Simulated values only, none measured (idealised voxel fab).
process module | voxel gate over fins
cross-section cut | 230 nm wide | cells 5 nm
A cross-section is a grid of square cells, given in bands from the top down. A band is one or more rows of cells.
Each band's line starts with the height of the band's top and of its bottom, in nm. Then come its materials from left to right, each with its width in nm. One material with "throughout" fills the band from edge to edge. "air" is empty space.
Height 0 is the level under which the wafer as received is all one material. The lowest band goes on downwards, as in "0 down".
A width such as "30 to 40" changes by the same amount from each row of cells to the next, from the band's top row to its bottom row.
"no change" after a step means that no cell of the cross-section changed.
closed voids: empty space of 8 cells or more with no open way to the top, each as width x height at its distance from the left edge, in nm
after a step's settings: what the simulator itself notes on the step
overlay nm, on a step with a mask: how far to the right of its planned place the mask lay; to the left if negative
plan
1 op RECEIVE | material Si
2 op CONFORMAL_DEP | material SiN | thk nm 5
3 op DIRECTIONAL_DEP | material aC | thk nm 15
4 op PATTERN | tone cover | mask id FINS | material resist | width nm 15 | pitch nm 45 | thk nm 30 | overlay nm 0
5 op DIRECTIONAL_ETCH | etch materials aC | depth nm 15
6 op STRIP | etch materials resist
7 op DIRECTIONAL_ETCH | etch materials SiN | depth nm 5
8 op DIRECTIONAL_ETCH | etch materials Si | depth nm 40
9 op STRIP | etch materials aC
10 op OXIDIZE | depth nm 5
11 op FILL_DEP | material SiO2 | thk nm 15
12 op CMP | height nm 5
13 op SELECTIVE_ETCH | etch materials SiO2 | depth nm 15
14 op STRIP | etch materials SiN
15 op CONFORMAL_DEP | material HfO2 | thk nm 5
16 op CONFORMAL_DEP | material TiN | thk nm 5
17 op CONFORMAL_DEP | material TiAl | thk nm 5
18 op CONFORMAL_DEP | material TiN | thk nm 5
19 op FILL_DEP | material W | thk nm 10
20 op CMP | height nm 25
21 op CONFORMAL_DEP | material SiN | thk nm 10
first wafer, as planned
as received, after step 1
  0 down: Si throughout
  closed voids: none
after step 2
  5 to 0: SiN throughout
  below 0: unchanged
after step 3
  20 to 5: aC throughout
  below 5: unchanged
after step 4
  50 to 20: air 40 | resist 15 | air 30 | resist 15 | air 30 | resist 15 | air 30 | resist 15 | air 40
  below 20: unchanged
after step 5
  35 to 20: air 40 | resist 15 | air 30 | resist 15 | air 30 | resist 15 | air 30 | resist 15 | air 40
  20 to 5: air 40 | aC 15 | air 30 | aC 15 | air 30 | aC 15 | air 30 | aC 15 | air 40
  below 5: unchanged
after step 6
  20 to 5: air 40 | aC 15 | air 30 | aC 15 | air 30 | aC 15 | air 30 | aC 15 | air 40
  below 5: unchanged
after step 7
  20 to 5: air 40 | aC 15 | air 30 | aC 15 | air 30 | aC 15 | air 30 | aC 15 | air 40
  5 to 0: air 40 | SiN 15 | air 30 | SiN 15 | air 30 | SiN 15 | air 30 | SiN 15 | air 40
  below 0: unchanged
after step 8
  20 to 5: air 40 | aC 15 | air 30 | aC 15 | air 30 | aC 15 | air 30 | aC 15 | air 40
  5 to 0: air 40 | SiN 15 | air 30 | SiN 15 | air 30 | SiN 15 | air 30 | SiN 15 | air 40
  0 to -40: air 40 | Si 15 | air 30 | Si 15 | air 30 | Si 15 | air 30 | Si 15 | air 40
  below -40: unchanged
after step 9
  5 to 0: air 40 | SiN 15 | air 30 | SiN 15 | air 30 | SiN 15 | air 30 | SiN 15 | air 40
  below 0: unchanged
after step 10
  5 to 0: air 40 | SiN 15 | air 30 | SiN 15 | air 30 | SiN 15 | air 30 | SiN 15 | air 40
  0 to -40: air 40 | SiO2 5 | Si 5 | SiO2 5 | air 30 | SiO2 5 | Si 5 | SiO2 5 | air 30 | SiO2 5 | Si 5 | SiO2 5 | air 30 | SiO2 5 | Si 5 | SiO2 5 | air 40
  -40 to -45: SiO2 45 | Si 5 | SiO2 40 | Si 5 | SiO2 40 | Si 5 | SiO2 40 | Si 5 | SiO2 45
  below -45: unchanged
after step 11
  20 to 5: SiO2 throughout
  5 to 0: SiO2 40 | SiN 15 | SiO2 30 | SiN 15 | SiO2 30 | SiN 15 | SiO2 30 | SiN 15 | SiO2 40
  0 to -45: SiO2 45 | Si 5 | SiO2 40 | Si 5 | SiO2 40 | Si 5 | SiO2 40 | Si 5 | SiO2 45
  below -45: unchanged
after step 12
  5 to 0: SiO2 40 | SiN 15 | SiO2 30 | SiN 15 | SiO2 30 | SiN 15 | SiO2 30 | SiN 15 | SiO2 40
  below 0: unchanged
after step 13
  5 to 0: air 40 | SiN 15 | air 30 | SiN 15 | air 30 | SiN 15 | air 30 | SiN 15 | air 40
  0 to -10: air 45 | Si 5 | air 40 | Si 5 | air 40 | Si 5 | air 40 | Si 5 | air 45
  below -10: unchanged
after step 14
  0 to -10: air 45 | Si 5 | air 40 | Si 5 | air 40 | Si 5 | air 40 | Si 5 | air 45
  below -10: unchanged
after step 15
  5 to 0: air 40 | HfO2 15 | air 30 | HfO2 15 | air 30 | HfO2 15 | air 30 | HfO2 15 | air 40
  0 to -5: air 40 | HfO2 5 | Si 5 | HfO2 5 | air 30 | HfO2 5 | Si 5 | HfO2 5 | air 30 | HfO2 5 | Si 5 | HfO2 5 | air 30 | HfO2 5 | Si 5 | HfO2 5 | air 40
  -5 to -10: HfO2 45 | Si 5 | HfO2 40 | Si 5 | HfO2 40 | Si 5 | HfO2 40 | Si 5 | HfO2 45
  below -10: unchanged
after step 16
  10 to 5: air 35 | TiN 25 | air 20 | TiN 25 | air 20 | TiN 25 | air 20 | TiN 25 | air 35
  5 to 0: air 35 | TiN 5 | HfO2 15 | TiN 5 | air 20 | TiN 5 | HfO2 15 | TiN 5 | air 20 | TiN 5 | HfO2 15 | TiN 5 | air 20 | TiN 5 | HfO2 15 | TiN 5 | air 35
  0 to -5: TiN 40 | HfO2 5 | Si 5 | HfO2 5 | TiN 30 | HfO2 5 | Si 5 | HfO2 5 | TiN 30 | HfO2 5 | Si 5 | HfO2 5 | TiN 30 | HfO2 5 | Si 5 | HfO2 5 | TiN 40
  below -5: unchanged
after step 17
  15 to 10: air 30 | TiAl 35 | air 10 | TiAl 35 | air 10 | TiAl 35 | air 10 | TiAl 35 | air 30
  10 to 5: air 30 | TiAl 5 | TiN 25 | TiAl 5 | air 10 | TiAl 5 | TiN 25 | TiAl 5 | air 10 | TiAl 5 | TiN 25 | TiAl 5 | air 10 | TiAl 5 | TiN 25 | TiAl 5 | air 30
  5 to 0: TiAl 35 | TiN 5 | HfO2 15 | TiN 5 | TiAl 20 | TiN 5 | HfO2 15 | TiN 5 | TiAl 20 | TiN 5 | HfO2 15 | TiN 5 | TiAl 20 | TiN 5 | HfO2 15 | TiN 5 | TiAl 35
  below 0: unchanged
after step 18
  20 to 15: air 25 | TiN 180 | air 25
  15 to 10: air 25 | TiN 5 | TiAl 35 | TiN 10 | TiAl 35 | TiN 10 | TiAl 35 | TiN 10 | TiAl 35 | TiN 5 | air 25
  10 to 5: TiN 30 | TiAl 5 | TiN 25 | TiAl 5 | TiN 10 | TiAl 5 | TiN 25 | TiAl 5 | TiN 10 | TiAl 5 | TiN 25 | TiAl 5 | TiN 10 | TiAl 5 | TiN 25 | TiAl 5 | TiN 30
  below 5: unchanged
after step 19
  30 to 20: W throughout
  20 to 15: W 25 | TiN 180 | W 25
  15 to 10: W 25 | TiN 5 | TiAl 35 | TiN 10 | TiAl 35 | TiN 10 | TiAl 35 | TiN 10 | TiAl 35 | TiN 5 | W 25
  below 10: unchanged
after step 20
  25 to 20: W throughout
  below 20: unchanged
after step 21
  35 to 25: SiN throughout
  below 25: unchanged
second wafer: like start, like plan, one mistake. Through step 10 it matches the first wafer
when step 11 should have ended
  20 to 5: W throughout
  5 to 0: W 40 | SiN 15 | W 30 | SiN 15 | W 30 | SiN 15 | W 30 | SiN 15 | W 40
  0 to -40: W 40 | SiO2 5 | Si 5 | SiO2 5 | W 30 | SiO2 5 | Si 5 | SiO2 5 | W 30 | SiO2 5 | Si 5 | SiO2 5 | W 30 | SiO2 5 | Si 5 | SiO2 5 | W 40
  below -40: unchanged
when step 12 should have ended
  5 to 0: W 40 | SiN 15 | W 30 | SiN 15 | W 30 | SiN 15 | W 30 | SiN 15 | W 40
  below 0: unchanged
when step 13 should have ended: no change
when step 14 should have ended
  5 to 0: W 40 | air 15 | W 30 | air 15 | W 30 | air 15 | W 30 | air 15 | W 40
  below 0: unchanged
when step 15 should have ended
  10 to 5: HfO2 45 | air 5 | HfO2 40 | air 5 | HfO2 40 | air 5 | HfO2 40 | air 5 | HfO2 45
  5 to 0: W 40 | HfO2 15 | W 30 | HfO2 15 | W 30 | HfO2 15 | W 30 | HfO2 15 | W 40
  below 0: unchanged
when step 16 should have ended
  15 to 10: TiN throughout
  10 to 5: HfO2 45 | TiN 5 | HfO2 40 | TiN 5 | HfO2 40 | TiN 5 | HfO2 40 | TiN 5 | HfO2 45
  below 5: unchanged
when step 17 should have ended
  20 to 15: TiAl throughout
  below 15: unchanged
when step 18 should have ended
  25 to 20: TiN throughout
  below 20: unchanged
when step 19 should have ended
  35 to 25: W throughout
  below 25: unchanged
when step 20 should have ended
  25 to 20: TiN throughout
  below 20: unchanged
when step 21 should have ended
  35 to 25: SiN throughout
  below 25: unchanged
what went wrong: step 11 ran as: op FILL_DEP | material W | thk nm 15
at the end the second wafer has, in cells: 8 fewer of HfO2 | 188 fewer of SiO2 | 16 fewer of TiAl | 28 fewer of TiN | 240 more of W
